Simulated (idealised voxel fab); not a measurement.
Process module, titled voxel quadruple lines
Square cell edge 5 nm, section width 225 nm, ID cut.
In what follows, cross-sections appear as grids of square cells, described through bands that run from the top down, where every band is one or more rows of cells.
For a band, the entry starts with two heights in nm, that of the top and then that of the bottom, and carries on with the band's materials in order from left to right, each alongside its width in nm; the word "full width" beside a single material means it fills the band edge to edge, and "empty" means empty space.
Ref level 0: as-received wafer is one material below here. Bottom band extends down with no lower bound ("from 0 down").
The expression "30->40" gives the width at the extremes of the band, the first number at its top row of cells and the second at its bottom row, with the width changing by equal amounts from each row to the next in between.
You'll sometimes find "remained unchanged" written for a step, and that's the way of saying that nowhere in the cross-section did a cell change during that step.
"Unvented internal voids" specifies each empty space that is not open to the top and that occupies no fewer than 8 cells, using the form width x height at distance, the distance measured from the left edge and all three quantities in nm.
Text after the settings on a step's line: the simulator's own remark on that step.
A step's line can hold "overlay nm"; with a mask on that step, the setting says how far right of the planned place the mask lay, while a negative setting says it lay to the left.
LISTED BELOW ARE THE PROCESS STEPS AS PLANNED
1,RECEIVE | material Si
2,CONFORMAL_DEP | material SiO2 | thk nm 5
3,DIRECTIONAL_DEP | material W | thk nm 10
4,DIRECTIONAL_DEP | material polySi | thk nm 15
5,DIRECTIONAL_DEP | material aC | thk nm 20
6,PATTERN | tone cover | mask id MANDREL | material resist | width nm 15 | thk nm 30 | overlay nm 0
7,DIRECTIONAL_ETCH | etch materials aC | depth nm 20
8,STRIP | etch materials resist
9,CONFORMAL_DEP | material SiO2 | thk nm 10
10,DIRECTIONAL_ETCH | etch materials SiO2 | depth nm 10
11,STRIP | etch materials aC
12,DIRECTIONAL_ETCH | etch materials polySi | depth nm 15
13,STRIP | etch materials SiO2
14,CONFORMAL_DEP | material SiCN | thk nm 5
15,DIRECTIONAL_ETCH | etch materials SiCN | depth nm 5
16,STRIP | etch materials polySi
17,DIRECTIONAL_ETCH | etch materials W | depth nm 10
18,STRIP | etch materials SiCN
19,FILL_DEP | material SiO2 | thk nm 10
20,CMP | height nm 15
The wafers are alike at the start. At step 6, their width nm differs. The plan lists the first wafer's value.
RECEIVED CONDITION OF THE FIRST OF SEVERAL WAFERS, SECTIONED: POST-STEP 1
  from 0 down  Si full width
  Unvented internal voids: none
THE ROWS OF THE TABLE BELOW ARE WAFERS. LOOKING AT THE END OF THE MODULE, A ROW COUNTS, FOR EVERY MATERIAL, THE CELLS THE WAFER HAS GAINED, SHOWN AS (+), OR LOST, SHOWN AS (-), SINCE IT WAS RECEIVED; ITS CLOSED VOIDS COME NEXT
width nm 15, +127 SiO2, +8 W, Unvented internal voids: none
width nm 20, +127 SiO2, +8 W, Unvented internal voids: none
width nm 25, +127 SiO2, +8 W, Unvented internal voids: none
width nm 30, +127 SiO2, +8 W, Unvented internal voids: none
width nm 35, +127 SiO2, +8 W, Unvented internal voids: none
